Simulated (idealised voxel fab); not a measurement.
Presented below is a process module, voxel lift off.
Each square cell in cross-section cut measures 5 nm, and the section as a whole is 295 nm wide.
Think of the cross-section as a grid of square cells. We describe it in bands, top to bottom, and each band covers one or more rows of those cells. The entry gives the band's vertical extent as a top height and a bottom height in nm, then its horizontal make-up as materials from left to right, each with a width in nm. "empty" stands for empty space; a single material marked "everywhere" fills the band edge to edge. Zero point of the height axis is 0; under it, received wafer = one material. Lowest band: continues down indefinitely, "from 0 down". Width spec "30..40" -> top row of cells at first value, bottom row at second value, equal per-row change in between. Any step labelled "no modifications" changed none of the cells in the cross-section. Entry "closed voids" = empty spaces >= 8 cells with no open way to the top; each as width x height at distance, distance from left edge, all nm. Past the settings on a step's line: simulator remark, on that step. Each step line may optionally specify "overlay nm", which for a step with a mask gives the rightward distance between the mask's planned place and where it lay, a negative value indicating the leftward direction.

-- Steps planned for the process
1 RECEIVE,material Si
2 CONFORMAL_DEP,material SiO2,thk nm 15
3 PATTERN,tone open,mask id LINES,material resist,width nm 15,pitch nm 35,thk nm 25,overlay nm 0
4 DIRECTIONAL_DEP,material Ru,thk nm 15
5 STRIP,etch materials resist
6 CONFORMAL_DEP,material SiN,thk nm 5

-- As-received state of the wafer in cross-section, equivalent to post-step 1
	from 0 down  Si everywhere
	closed voids: none

-- End state of the module in cross-section, given the above starting point and plan and one mistake in execution
	from 30 to 25  empty (80), then SiN (25), then empty (10), then SiN (25), then empty (10), then SiN (25), then empty (10), then SiN (25), then empty (85)
	from 25 to 20  empty (80), then SiN (5), then Ru (15), then SiN (5), then empty (10), then SiN (5), then Ru (15), then SiN (5), then empty (10), then SiN (5), then Ru (15), then SiN (5), then empty (10), then SiN (5), then Ru (15), then SiN (5), then empty (85)
	from 20 to 15  SiN (85), then Ru (15), then SiN (20), then Ru (15), then SiN (20), then Ru (15), then SiN (20), then Ru (15), then SiN (90)
	from 15 to 0  SiO2 everywhere
	from 0 down  Si everywhere
	closed voids: none
Plan not followed: step 4 was not run as planned; what actually ran was DIRECTIONAL_DEP,material Ru,thk nm 10
